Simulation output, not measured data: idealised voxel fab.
Presented below is a process module, voxel self aligned contacts.
Pictured: cross-section cut, 185 nm wide, on a grid of 5 nm square cells.
In this document a cross-section is written as a grid of square cells. It is given as a series of bands, listed from the top down, and a band is one or more rows of cells. The band entry comprises the height of the band's top followed by the height of its bottom, expressed in nm, and subsequently the band's materials from left to right, each stated together with its width in nm. Where a single material is marked with the word "throughout", that material fills the band from edge to edge. The word "blank" represents empty space. Height reference: 0 = level under which incoming wafer is all one material. Lowest band: no bottom, runs on downward, e.g. "0 and below". A two-number width, for instance "30->40", indicates that the width is equal to the first number in the top row of the band and to the second number in the bottom row, and that it changes by a constant amount per row of cells. It should be understood that the words "nothing changed", when stated for a given step, signify that the cross-section underwent no change in any of its cells during that step. "Enclosed cavities" contains a list of empty spaces, each no smaller than 8 cells and without an open way to the top, written in the form width x height at distance with the distance from the left edge and all three in nm. It should be noted that, on the line of a given step, the content following the step's settings is a remark produced by the simulator itself with respect to that step. overlay nm: where the mask lay relative to plan, measured to the right, on steps with a mask; negatives go left.

-- The following list gives the planned process steps
1,RECEIVE (material Si)
2,CONFORMAL_DEP (material SiO2; thk nm 5)
3,DIRECTIONAL_DEP (material polySi; thk nm 25)
4,DIRECTIONAL_DEP (material SiN; thk nm 15)
5,PATTERN (tone cover; mask id GATE; material resist; width nm 25; pitch nm 50; thk nm 20; overlay nm 0)
6,DIRECTIONAL_ETCH (etch materials SiN; depth nm 15)
7,DIRECTIONAL_ETCH (etch materials polySi; depth nm 25)
8,STRIP (etch materials resist)
9,CONFORMAL_DEP (material SiN; thk nm 5)
10,DIRECTIONAL_ETCH (etch materials SiN; depth nm 5)
11,FILL_DEP (material SiO2; thk nm 20)
12,CMP (height nm 55)
13,PATTERN (tone open; mask id CONTACT; material resist; width nm 35; thk nm 15; overlay nm 0)
14,DIRECTIONAL_ETCH (etch materials SiO2; depth nm 55)
15,STRIP (etch materials resist)
16,CONFORMAL_DEP (material TiN; thk nm 5)
17,FILL_DEP (material W; thk nm 10)
18,CMP (height nm 55)
19,CONFORMAL_DEP (material SiN; thk nm 5)

-- As received (post step 1): cross-section
* 0 and below | Si throughout
* Enclosed cavities: none

-- first wafer at the end, as planned
* 60 down to 55 | SiN throughout
* 55 down to 45 | SiO2 75 nm; TiN 5->15 nm; W 25->5 nm; TiN 5->15 nm; SiO2 75 nm
* 45 down to 30 | SiO2 50 nm; SiN 35 nm; TiN 5 nm; W 5 nm; TiN 5 nm; SiN 35 nm; SiO2 50 nm
* 30 down to 5 | SiO2 50 nm; SiN 5 nm; polySi 25 nm; SiN 5 nm; TiN 5 nm; W 5 nm; TiN 5 nm; SiN 5 nm; polySi 25 nm; SiN 5 nm; SiO2 50 nm
* 5 down to 0 | SiO2 85 nm; TiN 15 nm; SiO2 85 nm
* 0 and below | Si throughout
* Enclosed cavities: none

-- Now the second wafer, cross-sectioned at the end of the module. Nothing different at the start, nothing different in the plan compared with the first, just one mistake when it was actually run
* 60 down to 55 | SiN throughout
* 55 down to 45 | W 70->45 nm; TiN 5->30 nm; SiO2 35 nm; TiN 5->30 nm; W 70->45 nm
* 45 down to 30 | W 45 nm; TiN 5 nm; SiN 35 nm; SiO2 15 nm; SiN 35 nm; TiN 5 nm; W 45 nm
* 30 down to 5 | W 45 nm; TiN 5 nm; SiN 5 nm; polySi 25 nm; SiN 5 nm; SiO2 15 nm; SiN 5 nm; polySi 25 nm; SiN 5 nm; TiN 5 nm; W 45 nm
* 5 down to 0 | TiN 50 nm; SiO2 85 nm; TiN 50 nm
* 0 and below | Si throughout
* Enclosed cavities: none
Heads up, the wafer didn't run the way we planned it: it should be noted that step 13 was executed with settings other than those planned, the operation and settings actually applied being PATTERN (tone cover; mask id CONTACT; material resist; width nm 35; thk nm 15; overlay nm 0)
Materials where the second wafer ends with more or fewer cells than the first: 199 fewer of SiO2; 23 more of TiN; 176 more of W
